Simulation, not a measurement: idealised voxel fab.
The name of this process module is voxel trench capacitor.
Cross-section cut: width 210 nm, square cells of 5 nm.
Square cells in a grid make up a cross-section in this document, and the grid is given as bands, listed from the top down, each one or more rows of cells. Each band's line starts with the height of the band's top and of its bottom, in nm. Then come its materials from left to right, each with its width in nm. One material with "everywhere" fills the band from edge to edge. "air" is empty space. For the purposes of this specification, 0 denotes the height below which the wafer in its as-received condition is composed wholly of one material, and the lowermost band, lacking a lower limit, extends downward without end, as expressed in "z 0 and below". Width "30 to 40": first value at the band's top row of cells, second value at its bottom row, equal change from row to row. A step reported as "remained unchanged" is a step in which no cell of the cross-section changed. Closed internal cavities: empty space of 8 cells or more with no open way to the top, each as width x height at its distance from the left edge, in nm. after a step's settings: what the simulator itself notes on the step. overlay nm: for a step with a mask, the amount by which the mask lay right of where it was planned; a negative amount means left of it.
The steps planned for the process are as follows
| 1 | RECEIVE, material Si |
| 2 | CONFORMAL_DEP, material SiN, thk nm 5 |
| 3 | MASKED_ETCH, tone open, mask id TRENCH, width nm 30, pitch nm 60, etch materials SiN, depth nm 5, overlay nm 0 |
| 4 | MASKED_ETCH, tone open, mask id TRENCH, width nm 30, pitch nm 60, etch materials Si, depth nm 30, overlay nm 0 |
| 5 | CONFORMAL_DEP, material Al2O3, thk nm 5 |
| 6 | CONFORMAL_DEP, material TiN, thk nm 5 |
| 7 | FILL_DEP, material W, thk nm 10 |
| 8 | CMP, height nm 5 |
Received-state cross-section, reflecting completion of step 1
  z 0 and below | Si everywhere
  Closed internal cavities: none
The first of two wafers, cross-sectioned at the end of the module, with the run proceeding as planned
  z 5 to 0 | SiN: 30; Al2O3: 5; TiN: 5; W: 10; TiN: 5; Al2O3: 5; SiN: 30; Al2O3: 5; TiN: 5; W: 10; TiN: 5; Al2O3: 5; SiN: 30; Al2O3: 5; TiN: 5; W: 10; TiN: 5; Al2O3: 5; SiN: 30
  z 0 to -20 | Si: 30; Al2O3: 5; TiN: 5; W: 10; TiN: 5; Al2O3: 5; Si: 30; Al2O3: 5; TiN: 5; W: 10; TiN: 5; Al2O3: 5; Si: 30; Al2O3: 5; TiN: 5; W: 10; TiN: 5; Al2O3: 5; Si: 30
  z -20 to -25 | Si: 30; Al2O3: 5; TiN: 20; Al2O3: 5; Si: 30; Al2O3: 5; TiN: 20; Al2O3: 5; Si: 30; Al2O3: 5; TiN: 20; Al2O3: 5; Si: 30
  z -25 to -30 | Si: 30; Al2O3: 30; Si: 30; Al2O3: 30; Si: 30; Al2O3: 30; Si: 30
  z -30 and below | Si everywhere
  Closed internal cavities: none
Module end: cross-section of wafer two of two. Same start and process plan as the first wafer. One mistake during execution
  z 5 to 0 | SiN: 25; Al2O3: 10; TiN: 5; W: 5; TiN: 5; Al2O3: 5; SiN: 30; Al2O3: 10; TiN: 5; W: 5; TiN: 5; Al2O3: 5; SiN: 30; Al2O3: 10; TiN: 5; W: 5; TiN: 5; Al2O3: 5; SiN: 35
  z 0 to -20 | Si: 30; Al2O3: 5; TiN: 5; W: 5; TiN: 5; Al2O3: 5; Si: 35; Al2O3: 5; TiN: 5; W: 5; TiN: 5; Al2O3: 5; Si: 35; Al2O3: 5; TiN: 5; W: 5; TiN: 5; Al2O3: 5; Si: 35
  z -20 to -25 | Si: 30; Al2O3: 5; TiN: 15; Al2O3: 5; Si: 35; Al2O3: 5; TiN: 15; Al2O3: 5; Si: 35; Al2O3: 5; TiN: 15; Al2O3: 5; Si: 35
  z -25 to -30 | Si: 30; Al2O3: 25; Si: 35; Al2O3: 25; Si: 35; Al2O3: 25; Si: 35
  z -30 and below | Si everywhere
  Closed internal cavities: none
In executing the process, a mistake was made relative to the plan: in deviation from the planned setting, step 3 was conducted as MASKED_ETCH, tone open, mask id TRENCH, width nm 30, pitch nm 60, etch materials SiN, depth nm 5, overlay nm -5
Counted in cells at the end, the second wafer holds more or fewer of these materials than the first: Si +18; TiN -3; W -15
